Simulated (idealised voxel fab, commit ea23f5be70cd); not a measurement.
The document below concerns the process module designated voxel plated lines.
The cross-section shown here is cut; it is 270 nm wide and divided into square cells measuring 5 nm on a side.
A cross-section in this document is a grid of square cells, and it is written down as bands, the top band listed before the ones below it; a band is made up of one or more rows of cells. The entry gives the band's vertical extent as a top height and a bottom height in nm, then its horizontal make-up as materials from left to right, each with a width in nm. "blank" stands for empty space; a single material marked "full width" fills the band edge to edge. It should be noted that heights are counted from 0, beneath which the wafer as supplied is of one material throughout, and that the lowest band possesses no lower boundary but continues downward, as written in "0 -> down". You'd read "30->40" like this: the band's top row of cells is as wide as the first number, its bottom row is as wide as the second, and going down, every row changes width by the same amount as the row before did. No cell of the cross-section changed in a step that is given as "no alteration". This entry, "Closed void inventory", enumerates those empty regions of no fewer than 8 cells that possess no open connection to the top. Each region is reported in the form width x height at distance, the distance being taken from the left edge, with all three quantities expressed in nm. Anything after a step's settings on that line? It's the simulator's own note about the step. overlay nm: for a step with a mask, the amount by which the mask lay right of where it was planned; a negative amount means left of it.

SET OUT BELOW ARE THE PLANNED STEPS OF THE PROCESS
1) RECEIVE (material Si)
2) CONFORMAL_DEP (material SiO2; thk nm 15)
3) DIRECTIONAL_DEP (material TiN; thk nm 5)
4) PATTERN (tone open; mask id LINES; material resist; width nm 15; pitch nm 35; thk nm 15; overlay nm 0)
5) EPI (material Ru; thk nm 10)
6) STRIP (etch materials resist)
7) DIRECTIONAL_ETCH (etch materials TiN; depth nm 5)
8) CONFORMAL_DEP (material SiO2; thk nm 10)

THE FIRST OF THE TWO WAFERS, WHICH RAN AS PLANNED

STEP 1 COMPLETE: CROSS-SECTION OF THE WAFER AS RECEIVED
> 0 -> down: Si full width
> Closed void inventory: none

TAKE A LOOK AT THE WAFER'S CROSS-SECTION AFTER STEP 2
> 15 -> 0: SiO2 full width
> Lower than 0, everything is as it was.

TAKE A LOOK AT THE WAFER'S CROSS-SECTION AFTER STEP 3
> 20 -> 15: TiN full width
> Lower than 15, everything is as it was.

TAKE A LOOK AT THE WAFER'S CROSS-SECTION AFTER STEP 4
> 35 -> 20: 90 nm resist | 15 nm blank | 20 nm resist | 15 nm blank | 20 nm resist | 15 nm blank | 95 nm resist
> Lower than 20, everything is as it was.

TAKE A LOOK AT THE WAFER'S CROSS-SECTION AFTER STEP 5
> 35 -> 30: 90 nm resist | 15 nm blank | 20 nm resist | 15 nm blank | 20 nm resist | 15 nm blank | 95 nm resist
> 30 -> 20: 90 nm resist | 15 nm Ru | 20 nm resist | 15 nm Ru | 20 nm resist | 15 nm Ru | 95 nm resist
> Lower than 20, everything is as it was.

TAKE A LOOK AT THE WAFER'S CROSS-SECTION AFTER STEP 6
> 30 -> 20: 90 nm blank | 15 nm Ru | 20 nm blank | 15 nm Ru | 20 nm blank | 15 nm Ru | 95 nm blank
> Lower than 20, everything is as it was.

TAKE A LOOK AT THE WAFER'S CROSS-SECTION AFTER STEP 7
> 30 -> 20: 90 nm blank | 15 nm Ru | 20 nm blank | 15 nm Ru | 20 nm blank | 15 nm Ru | 95 nm blank
> 20 -> 15: 90 nm blank | 15 nm TiN | 20 nm blank | 15 nm TiN | 20 nm blank | 15 nm TiN | 95 nm blank
> Lower than 15, everything is as it was.

TAKE A LOOK AT THE WAFER'S CROSS-SECTION AFTER STEP 8
> 40 -> 30: 80 nm blank | 105 nm SiO2 | 85 nm blank
> 30 -> 25: 80 nm blank | 10 nm SiO2 | 15 nm Ru | 20 nm SiO2 | 15 nm Ru | 20 nm SiO2 | 15 nm Ru | 10 nm SiO2 | 85 nm blank
> 25 -> 20: 90 nm SiO2 | 15 nm Ru | 20 nm SiO2 | 15 nm Ru | 20 nm SiO2 | 15 nm Ru | 95 nm SiO2
> 20 -> 15: 90 nm SiO2 | 15 nm TiN | 20 nm SiO2 | 15 nm TiN | 20 nm SiO2 | 15 nm TiN | 95 nm SiO2
> Lower than 15, everything is as it was.

WAFER TWO. IDENTICAL START, IDENTICAL PLAN. ONE MISTAKE IN EXECUTION. IDENTICAL HISTORY THROUGH STEP 1

HERE IS THE SECOND WAFER IN CROSS-SECTION AT THE POINT WHERE STEP 2 OF THE PLAN SHOULD HAVE BEEN DONE
> 5 -> 0: TiN full width
> Lower than 0, everything is as it was.

HERE IS THE SECOND WAFER IN CROSS-SECTION AT THE POINT WHERE STEP 3 OF THE PLAN SHOULD HAVE BEEN DONE
> 20 -> 5: SiO2 full width
> Lower than 5, everything is as it was.

HERE IS THE SECOND WAFER IN CROSS-SECTION AT THE POINT WHERE STEP 4 OF THE PLAN SHOULD HAVE BEEN DONE
> 35 -> 20: 90 nm resist | 15 nm blank | 20 nm resist | 15 nm blank | 20 nm resist | 15 nm blank | 95 nm resist
> Lower than 20, everything is as it was.

Here is the second wafer in cross-section at the point where step 5 of the plan should have been done: no alteration

HERE IS THE SECOND WAFER IN CROSS-SECTION AT THE POINT WHERE STEP 6 OF THE PLAN SHOULD HAVE BEEN DONE
> 20 -> 5: SiO2 full width
> Lower than 5, everything is as it was.

Here is the second wafer in cross-section at the point where step 7 of the plan should have been done: no alteration

HERE IS THE SECOND WAFER IN CROSS-SECTION AT THE POINT WHERE STEP 8 OF THE PLAN SHOULD HAVE BEEN DONE
> 30 -> 5: SiO2 full width
> Lower than 5, everything is as it was.
Where did the run depart from the plan? mixed up steps 2 and 3 - ran each in the other's place
Final comparison by cell count, materials where the second wafer has more or fewer than the first: Ru -18; SiO2 -36; TiN +45
